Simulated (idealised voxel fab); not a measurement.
The process module presented herein is designated voxel self aligned vias.
Cross-section cut spans 195 nm and uses square cells 5 nm in size.
Reading order for cross-sections: top band down to bottom band. Underlying form: a grid of square cells. Band size: one or more rows of cells. First you get the band's top height and its bottom height, in nm, and then the materials it's made of, left to right, with each width in nm. If you see a single material with "throughout", that one covers the band edge to edge. "empty" is empty space. Counting heights begins at 0, where everything beneath is, in the wafer as received, one material. The lowest band has no bottom; it goes on downwards, as "0 nm and below" shows. The notation "30->40" denotes a width that varies across the rows of cells in the band, beginning at the first number in the top row, finishing at the second number in the bottom row, and changing by an identical amount from each row to the next. When a step is marked "everything unchanged", none of the cells in the cross-section changed during that step. Entry "Closed void register". Content: empty spaces with no open connection to the top, size 8 cells or greater. Each: width x height at distance. Distance: from left edge. Unit: nm. The remark found on a step's line after its settings is issued by the simulator itself and pertains to that step. Among the settings permitted on a step's line is "overlay nm"; applied to a step with a mask, it specifies the extent to which the mask lay to the right of its planned position, whereas a negative figure signifies a position to the left.
SET OUT BELOW ARE THE PLANNED STEPS OF THE PROCESS
1,RECEIVE,material Si
2,CONFORMAL_DEP,material SiO2,thk nm 10
3,CONFORMAL_DEP,material SiCN,thk nm 5
4,DIRECTIONAL_DEP,material lowk,thk nm 25
5,PATTERN,tone open,mask id LINES,material resist,width nm 25,pitch nm 65,thk nm 15,overlay nm 0
6,DIRECTIONAL_ETCH,etch materials lowk,depth nm 25
7,STRIP,etch materials resist
8,CONFORMAL_DEP,material TiN,thk nm 5
9,FILL_DEP,material W,thk nm 5
10,CMP,height nm 40
11,SELECTIVE_ETCH,etch materials W Ru TiN,depth nm 5
12,FILL_DEP,material SiN,thk nm 5
13,CMP,height nm 40
14,DIRECTIONAL_DEP,material lowk,thk nm 20
15,PATTERN,tone open,mask id VIAS,material resist,width nm 35,pitch nm 65,thk nm 15,overlay nm 0
16,DIRECTIONAL_ETCH,etch materials lowk,depth nm 20
17,DIRECTIONAL_ETCH,etch materials SiN,depth nm 5
18,STRIP,etch materials resist
19,CONFORMAL_DEP,material TiN,thk nm 5
20,FILL_DEP,material Ru,thk nm 10
21,CMP,height nm 60
22,CONFORMAL_DEP,material SiCN,thk nm 5
WAFER, FIRST OF TWO, RUN AS PLANNED
AS RECEIVED (POST STEP 1): CROSS-SECTION
- 0 nm and below: Si throughout
- Closed void register: none
AFTER STEP 2, IN CROSS-SECTION
- 10 nm to 0 nm: SiO2 throughout
- Under the height 0 nothing was changed.
AFTER STEP 3, IN CROSS-SECTION
- 15 nm to 10 nm: SiCN throughout
- Under the height 10 nothing was changed.
AFTER STEP 4, IN CROSS-SECTION
- 40 nm to 15 nm: lowk throughout
- Under the height 15 nothing was changed.
AFTER STEP 5, IN CROSS-SECTION
- 55 nm to 40 nm: resist (50), empty (25), resist (40), empty (25), resist (55)
- Under the height 40 nothing was changed.
AFTER STEP 6, IN CROSS-SECTION
- 55 nm to 40 nm: resist (50), empty (25), resist (40), empty (25), resist (55)
- 40 nm to 15 nm: lowk (50), empty (25), lowk (40), empty (25), lowk (55)
- Under the height 15 nothing was changed.
AFTER STEP 7, IN CROSS-SECTION
- 40 nm to 15 nm: lowk (50), empty (25), lowk (40), empty (25), lowk (55)
- Under the height 15 nothing was changed.
AFTER STEP 8, IN CROSS-SECTION
- 45 nm to 40 nm: TiN (55), empty (15), TiN (50), empty (15), TiN (60)
- 40 nm to 20 nm: lowk (50), TiN (5), empty (15), TiN (5), lowk (40), TiN (5), empty (15), TiN (5), lowk (55)
- 20 nm to 15 nm: lowk (50), TiN (25), lowk (40), TiN (25), lowk (55)
- Under the height 15 nothing was changed.
AFTER STEP 9, IN CROSS-SECTION
- 50 nm to 45 nm: W throughout
- 45 nm to 40 nm: TiN (55), W (15), TiN (50), W (15), TiN (60)
- 40 nm to 20 nm: lowk (50), TiN (5), W (15), TiN (5), lowk (40), TiN (5), W (15), TiN (5), lowk (55)
- Under the height 20 nothing was changed.
AFTER STEP 10, IN CROSS-SECTION
- 40 nm to 20 nm: lowk (50), TiN (5), W (15), TiN (5), lowk (40), TiN (5), W (15), TiN (5), lowk (55)
- Under the height 20 nothing was changed.
AFTER STEP 11, IN CROSS-SECTION
- 40 nm to 35 nm: lowk (50), empty (25), lowk (40), empty (25), lowk (55)
- Under the height 35 nothing was changed.
AFTER STEP 12, IN CROSS-SECTION
- 45 nm to 40 nm: SiN throughout
- 40 nm to 35 nm: lowk (50), SiN (25), lowk (40), SiN (25), lowk (55)
- Under the height 35 nothing was changed.
AFTER STEP 13, IN CROSS-SECTION
- 40 nm to 35 nm: lowk (50), SiN (25), lowk (40), SiN (25), lowk (55)
- Under the height 35 nothing was changed.
AFTER STEP 14, IN CROSS-SECTION
- 60 nm to 40 nm: lowk throughout
- Under the height 40 nothing was changed.
AFTER STEP 15, IN CROSS-SECTION
- 75 nm to 60 nm: resist (45), empty (35), resist (30), empty (35), resist (50)
- Under the height 60 nothing was changed.
AFTER STEP 16, IN CROSS-SECTION
- 75 nm to 60 nm: resist (45), empty (35), resist (30), empty (35), resist (50)
- 60 nm to 40 nm: lowk (45), empty (35), lowk (30), empty (35), lowk (50)
- Under the height 40 nothing was changed.
AFTER STEP 17, IN CROSS-SECTION
- 75 nm to 60 nm: resist (45), empty (35), resist (30), empty (35), resist (50)
- 60 nm to 40 nm: lowk (45), empty (35), lowk (30), empty (35), lowk (50)
- 40 nm to 35 nm: lowk (50), empty (25), lowk (40), empty (25), lowk (55)
- Under the height 35 nothing was changed.
AFTER STEP 18, IN CROSS-SECTION
- 60 nm to 40 nm: lowk (45), empty (35), lowk (30), empty (35), lowk (50)
- Under the height 40 nothing was changed.
AFTER STEP 19, IN CROSS-SECTION
- 65 nm to 60 nm: TiN (50), empty (25), TiN (40), empty (25), TiN (55)
- 60 nm to 45 nm: lowk (45), TiN (5), empty (25), TiN (5), lowk (30), TiN (5), empty (25), TiN (5), lowk (50)
- 45 nm to 40 nm: lowk (45), TiN (10), empty (15), TiN (10), lowk (30), TiN (10), empty (15), TiN (10), lowk (50)
- 40 nm to 35 nm: lowk (50), TiN (25), lowk (40), TiN (25), lowk (55)
- Under the height 35 nothing was changed.
AFTER STEP 20, IN CROSS-SECTION
- 75 nm to 65 nm: Ru throughout
- 65 nm to 60 nm: TiN (50), Ru (25), TiN (40), Ru (25), TiN (55)
- 60 nm to 45 nm: lowk (45), TiN (5), Ru (25), TiN (5), lowk (30), TiN (5), Ru (25), TiN (5), lowk (50)
- 45 nm to 40 nm: lowk (45), TiN (10), Ru (15), TiN (10), lowk (30), TiN (10), Ru (15), TiN (10), lowk (50)
- Under the height 40 nothing was changed.
AFTER STEP 21, IN CROSS-SECTION
- 60 nm to 45 nm: lowk (45), TiN (5), Ru (25), TiN (5), lowk (30), TiN (5), Ru (25), TiN (5), lowk (50)
- Under the height 45 nothing was changed.
AFTER STEP 22, IN CROSS-SECTION
- 65 nm to 60 nm: SiCN throughout
- Under the height 60 nothing was changed.
WAFER TWO. SAME START, SAME PLAN, ONE SLIP IN EXECUTION. SAME AS WAFER ONE THROUGH STEP 4, INCLUSIVE
CROSS-SECTION, SECOND WAFER, AT THE END TIME THE PLAN GIVES FOR STEP 5
- 55 nm to 40 nm: resist (40), empty (25), resist (40), empty (25), resist (65)
- Under the height 40 nothing was changed.
CROSS-SECTION, SECOND WAFER, AT THE END TIME THE PLAN GIVES FOR STEP 6
- 55 nm to 40 nm: resist (40), empty (25), resist (40), empty (25), resist (65)
- 40 nm to 15 nm: lowk (40), empty (25), lowk (40), empty (25), lowk (65)
- Under the height 15 nothing was changed.
CROSS-SECTION, SECOND WAFER, AT THE END TIME THE PLAN GIVES FOR STEP 7
- 40 nm to 15 nm: lowk (40), empty (25), lowk (40), empty (25), lowk (65)
- Under the height 15 nothing was changed.
CROSS-SECTION, SECOND WAFER, AT THE END TIME THE PLAN GIVES FOR STEP 8
- 45 nm to 40 nm: TiN (45), empty (15), TiN (50), empty (15), TiN (70)
- 40 nm to 20 nm: lowk (40), TiN (5), empty (15), TiN (5), lowk (40), TiN (5), empty (15), TiN (5), lowk (65)
- 20 nm to 15 nm: lowk (40), TiN (25), lowk (40), TiN (25), lowk (65)
- Under the height 15 nothing was changed.
CROSS-SECTION, SECOND WAFER, AT THE END TIME THE PLAN GIVES FOR STEP 9
- 50 nm to 45 nm: W throughout
- 45 nm to 40 nm: TiN (45), W (15), TiN (50), W (15), TiN (70)
- 40 nm to 20 nm: lowk (40), TiN (5), W (15), TiN (5), lowk (40), TiN (5), W (15), TiN (5), lowk (65)
- Under the height 20 nothing was changed.
CROSS-SECTION, SECOND WAFER, AT THE END TIME THE PLAN GIVES FOR STEP 10
- 40 nm to 20 nm: lowk (40), TiN (5), W (15), TiN (5), lowk (40), TiN (5), W (15), TiN (5), lowk (65)
- Under the height 20 nothing was changed.
CROSS-SECTION, SECOND WAFER, AT THE END TIME THE PLAN GIVES FOR STEP 11
- 40 nm to 35 nm: lowk (40), empty (25), lowk (40), empty (25), lowk (65)
- Under the height 35 nothing was changed.
CROSS-SECTION, SECOND WAFER, AT THE END TIME THE PLAN GIVES FOR STEP 12
- 45 nm to 40 nm: SiN throughout
- 40 nm to 35 nm: lowk (40), SiN (25), lowk (40), SiN (25), lowk (65)
- Under the height 35 nothing was changed.
CROSS-SECTION, SECOND WAFER, AT THE END TIME THE PLAN GIVES FOR STEP 13
- 40 nm to 35 nm: lowk (40), SiN (25), lowk (40), SiN (25), lowk (65)
- Under the height 35 nothing was changed.
CROSS-SECTION, SECOND WAFER, AT THE END TIME THE PLAN GIVES FOR STEP 14
- 60 nm to 40 nm: lowk throughout
- Under the height 40 nothing was changed.
CROSS-SECTION, SECOND WAFER, AT THE END TIME THE PLAN GIVES FOR STEP 15
- 75 nm to 60 nm: resist (45), empty (35), resist (30), empty (35), resist (50)
- Under the height 60 nothing was changed.
CROSS-SECTION, SECOND WAFER, AT THE END TIME THE PLAN GIVES FOR STEP 16
- 75 nm to 60 nm: resist (45), empty (35), resist (30), empty (35), resist (50)
- 60 nm to 40 nm: lowk (45), empty (35), lowk (30), empty (35), lowk (50)
- Under the height 40 nothing was changed.
CROSS-SECTION, SECOND WAFER, AT THE END TIME THE PLAN GIVES FOR STEP 17
- 75 nm to 60 nm: resist (45), empty (35), resist (30), empty (35), resist (50)
- 60 nm to 40 nm: lowk (45), empty (35), lowk (30), empty (35), lowk (50)
- 40 nm to 35 nm: lowk (40), SiN (5), empty (20), lowk (40), SiN (5), empty (20), lowk (65)
- Under the height 35 nothing was changed.
CROSS-SECTION, SECOND WAFER, AT THE END TIME THE PLAN GIVES FOR STEP 18
- 60 nm to 40 nm: lowk (45), empty (35), lowk (30), empty (35), lowk (50)
- Under the height 40 nothing was changed.
CROSS-SECTION, SECOND WAFER, AT THE END TIME THE PLAN GIVES FOR STEP 19
- 65 nm to 60 nm: TiN (50), empty (25), TiN (40), empty (25), TiN (55)
- 60 nm to 45 nm: lowk (45), TiN (5), empty (25), TiN (5), lowk (30), TiN (5), empty (25), TiN (5), lowk (50)
- 45 nm to 40 nm: lowk (45), TiN (5), empty (10), TiN (20), lowk (30), TiN (5), empty (10), TiN (20), lowk (50)
- 40 nm to 35 nm: lowk (40), SiN (5), TiN (20), lowk (40), SiN (5), TiN (20), lowk (65)
- Under the height 35 nothing was changed.
CROSS-SECTION, SECOND WAFER, AT THE END TIME THE PLAN GIVES FOR STEP 20
- 75 nm to 65 nm: Ru throughout
- 65 nm to 60 nm: TiN (50), Ru (25), TiN (40), Ru (25), TiN (55)
- 60 nm to 45 nm: lowk (45), TiN (5), Ru (25), TiN (5), lowk (30), TiN (5), Ru (25), TiN (5), lowk (50)
- 45 nm to 40 nm: lowk (45), TiN (5), Ru (10), TiN (20), lowk (30), TiN (5), Ru (10), TiN (20), lowk (50)
- Under the height 40 nothing was changed.
CROSS-SECTION, SECOND WAFER, AT THE END TIME THE PLAN GIVES FOR STEP 21
- 60 nm to 45 nm: lowk (45), TiN (5), Ru (25), TiN (5), lowk (30), TiN (5), Ru (25), TiN (5), lowk (50)
- Under the height 45 nothing was changed.
CROSS-SECTION, SECOND WAFER, AT THE END TIME THE PLAN GIVES FOR STEP 22
- 65 nm to 60 nm: SiCN throughout
- Under the height 60 nothing was changed.
Run error: rather than as planned, step 5 actually ran as PATTERN,tone open,mask id LINES,material resist,width nm 25,pitch nm 65,thk nm 15,overlay nm -10
FYI, end of process, the second wafer has more or fewer cells of some materials than the first: Ru -2, SiN +2
